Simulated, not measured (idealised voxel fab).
You're looking at the process module voxel gate over fins.
We display cut, a cross-section 250 nm in width whose square cells are each 5 nm.
For the purposes of this document, a cross-section shall be understood as a grid of square cells, specified as bands listed in top-to-bottom order, each band consisting of one or more rows of cells.
For a band, the entry starts with two heights in nm, that of the top and then that of the bottom, and carries on with the band's materials in order from left to right, each alongside its width in nm; the word "all across" beside a single material means it fills the band edge to edge, and "blank" means empty space.
We count height from 0. Below that, the starting wafer is all one material. The lowest band never ends at the bottom but goes on down; see "0 and below" for how that is written.
A two-number width, for instance "30..40", indicates that the width is equal to the first number in the top row of the band and to the second number in the bottom row, and that it changes by a constant amount per row of cells.
No cell of the cross-section changed in a step that is given as "remained unchanged".
This entry, "Sealed cavities", enumerates those empty regions of no fewer than 8 cells that possess no open connection to the top. Each region is reported in the form width x height at distance, the distance being taken from the left edge, with all three quantities expressed in nm.
Formally, on a step line, whatever follows the settings is a remark that the simulator itself makes on the step.
What "overlay nm" on a step's line means: if the step has a mask, that mask lay this far to the right of its planned place, or, when the value is negative, to the left.

[So here's the lineup of process steps we planned]
1: RECEIVE (material Si)
2: CONFORMAL_DEP (material SiN; thk nm 5)
3: MASKED_ETCH (tone cover; mask id FINS; width nm 15; pitch nm 35; etch materials SiN; depth nm 5; overlay nm 0)
4: MASKED_ETCH (tone cover; mask id FINS; width nm 15; pitch nm 35; etch materials Si; depth nm 40; overlay nm 0)
5: FILL_DEP (material SiO2; thk nm 15)
6: CMP (height nm 5)
7: SELECTIVE_ETCH (etch materials SiO2; depth nm 15)
8: STRIP (etch materials SiN)
9: CONFORMAL_DEP (material HfO2; thk nm 5)
10: CONFORMAL_DEP (material TiN; thk nm 5)
11: FILL_DEP (material W; thk nm 10)
12: CMP (height nm 15)
13: CONFORMAL_DEP (material SiN; thk nm 5)

[Cross-section of the incoming wafer, state after step 1]
> 0 and below = Si all across
> Sealed cavities: none

[Result of the module, cross-sectioned: start per above, plan per above, one error in how it was run]
> 20 down to 15 = SiN all across
> 15 down to 10 = W all across
> 10 down to 5 = W (90), TiN (70), W (90)
> 5 down to 0 = W (90), TiN (5), HfO2 (25), TiN (10), HfO2 (25), TiN (5), W (90)
> 0 down to -5 = TiN (95), HfO2 (5), Si (15), HfO2 (5), TiN (10), HfO2 (5), Si (15), HfO2 (5), TiN (95)
> -5 down to -10 = HfO2 (90), TiN (5), HfO2 (5), Si (15), HfO2 (5), TiN (10), HfO2 (5), Si (15), HfO2 (5), TiN (5), HfO2 (90)
> -10 down to -15 = SiO2 (85), HfO2 (15), Si (15), HfO2 (20), Si (15), HfO2 (15), SiO2 (85)
> -15 down to -40 = SiO2 (100), Si (15), SiO2 (20), Si (15), SiO2 (100)
> -40 and below = Si all across
> Sealed cavities: none
Deviation noted in wafer processing: steps 7 and 8 run out of order (swapped)
